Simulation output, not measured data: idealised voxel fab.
The document below concerns the process module designated voxel self aligned vias.
For reference, the cross-section in this document is cut, with width 205 nm and square cells of 5 nm.
If you're reading a cross-section in this doc, picture square cells in a grid; it comes to you as bands, top ones listed first down to the bottom, and a band can be one or more rows of cells. The entry gives the band's vertical extent as a top height and a bottom height in nm, then its horizontal make-up as materials from left to right, each with a width in nm. "blank" stands for empty space; a single material marked "edge to edge" fills the band edge to edge. Heights from 0 (as-received wafer is one material below). Bottom band endless downward, as "z 0 and below". Width: "30..40" (first number = top row, second number = bottom row, same change from row to row of cells). You'll sometimes find "left unchanged" written for a step, and that's the way of saying that nowhere in the cross-section did a cell change during that step. Any empty space of 8 cells or more lacking an open way to the top shows up in "Completely enclosed voids" as width x height at distance, distance from the left edge, in nm. Step line, after settings: the simulator's comment on this step. When a step includes a mask, the "overlay nm" setting on its line states how far to the right of its planned place that mask lay, and negative values state how far to the left.
**List of planned process steps**
1) RECEIVE | material Si
2) CONFORMAL_DEP | material SiO2 | thk nm 10
3) CONFORMAL_DEP | material SiCN | thk nm 5
4) DIRECTIONAL_DEP | material lowk | thk nm 30
5) PATTERN | tone open | mask id LINES | material resist | width nm 20 | pitch nm 55 | thk nm 15 | overlay nm 0
6) DIRECTIONAL_ETCH | etch materials lowk | depth nm 30
7) STRIP | etch materials resist
8) CONFORMAL_DEP | material TiN | thk nm 5
9) FILL_DEP | material W | thk nm 5
10) CMP | height nm 45
11) SELECTIVE_ETCH | etch materials W Ru TiN | depth nm 10
12) FILL_DEP | material SiN | thk nm 10
13) CMP | height nm 45
14) DIRECTIONAL_DEP | material lowk | thk nm 20
15) DIRECTIONAL_DEP | material aC | thk nm 10
16) PATTERN | tone open | mask id VIAS | material resist | width nm 30 | pitch nm 55 | thk nm 30 | overlay nm 0
17) DIRECTIONAL_ETCH | etch materials aC | depth nm 10
18) STRIP | etch materials resist
19) DIRECTIONAL_ETCH | etch materials lowk | depth nm 20
20) DIRECTIONAL_ETCH | etch materials SiN | depth nm 10
21) STRIP | etch materials aC
22) CONFORMAL_DEP | material TiN | thk nm 5
23) FILL_DEP | material Ru | thk nm 5
24) CMP | height nm 65
25) CONFORMAL_DEP | material SiCN | thk nm 5
**Cross-section of the wafer upon arrival, representing the state reached after step 1**
> z 0 and below = Si edge to edge
> Completely enclosed voids: none
**Here's the cross-section of the first of our two wafers at the end of the module - it ran as planned**
> z 70 to 65 = SiCN edge to edge
> z 65 to 50 = lowk: 30; TiN: 5; Ru: 20; TiN: 5; lowk: 25; TiN: 5; Ru: 20; TiN: 5; lowk: 25; TiN: 5; Ru: 20; TiN: 5; lowk: 35
> z 50 to 40 = lowk: 30..35; TiN: 10..5; Ru: 10; TiN: 10..5; lowk: 25..35; TiN: 10..5; Ru: 10; TiN: 10..5; lowk: 25..35; TiN: 10..5; Ru: 10; TiN: 10..5; lowk: 35..40
> z 40 to 35 = lowk: 35; TiN: 20; lowk: 35; TiN: 20; lowk: 35; TiN: 20; lowk: 40
> z 35 to 20 = lowk: 35; TiN: 5; W: 10; TiN: 5; lowk: 35; TiN: 5; W: 10; TiN: 5; lowk: 35; TiN: 5; W: 10; TiN: 5; lowk: 40
> z 20 to 15 = lowk: 35; TiN: 20; lowk: 35; TiN: 20; lowk: 35; TiN: 20; lowk: 40
> z 15 to 10 = SiCN edge to edge
> z 10 to 0 = SiO2 edge to edge
> z 0 and below = Si edge to edge
> Completely enclosed voids: none
**What the second wafer looks like in cross-section once the module is done. Its start and its plan matched the first wafer's exactly; what differed was one mistake in how it was run**
> z 70 to 65 = SiCN edge to edge
> z 65 to 50 = Ru: 25; TiN: 5; lowk: 30; TiN: 5; Ru: 15; TiN: 5; lowk: 30; TiN: 5; Ru: 15; TiN: 5; lowk: 30; TiN: 5; Ru: 30
> z 50 to 45 = TiN: 30; lowk: 30; TiN: 25; lowk: 30; TiN: 25; lowk: 30; TiN: 35
> z 45 to 35 = lowk: 35; SiN: 20; lowk: 35; SiN: 20; lowk: 35; SiN: 20; lowk: 40
> z 35 to 20 = lowk: 35; TiN: 5; W: 10; TiN: 5; lowk: 35; TiN: 5; W: 10; TiN: 5; lowk: 35; TiN: 5; W: 10; TiN: 5; lowk: 40
> z 20 to 15 = lowk: 35; TiN: 20; lowk: 35; TiN: 20; lowk: 35; TiN: 20; lowk: 40
> z 15 to 10 = SiCN edge to edge
> z 10 to 0 = SiO2 edge to edge
> z 0 and below = Si edge to edge
> Completely enclosed voids: none
Against the plan, the run slipped here: in deviation from the planned setting, step 16 was conducted as PATTERN | tone cover | mask id VIAS | material resist | width nm 30 | pitch nm 55 | thk nm 30 | overlay nm 0
Final tally in cells, some materials are higher or lower on the second wafer than on the first: Ru +3; SiN +24; TiN -7; lowk -20
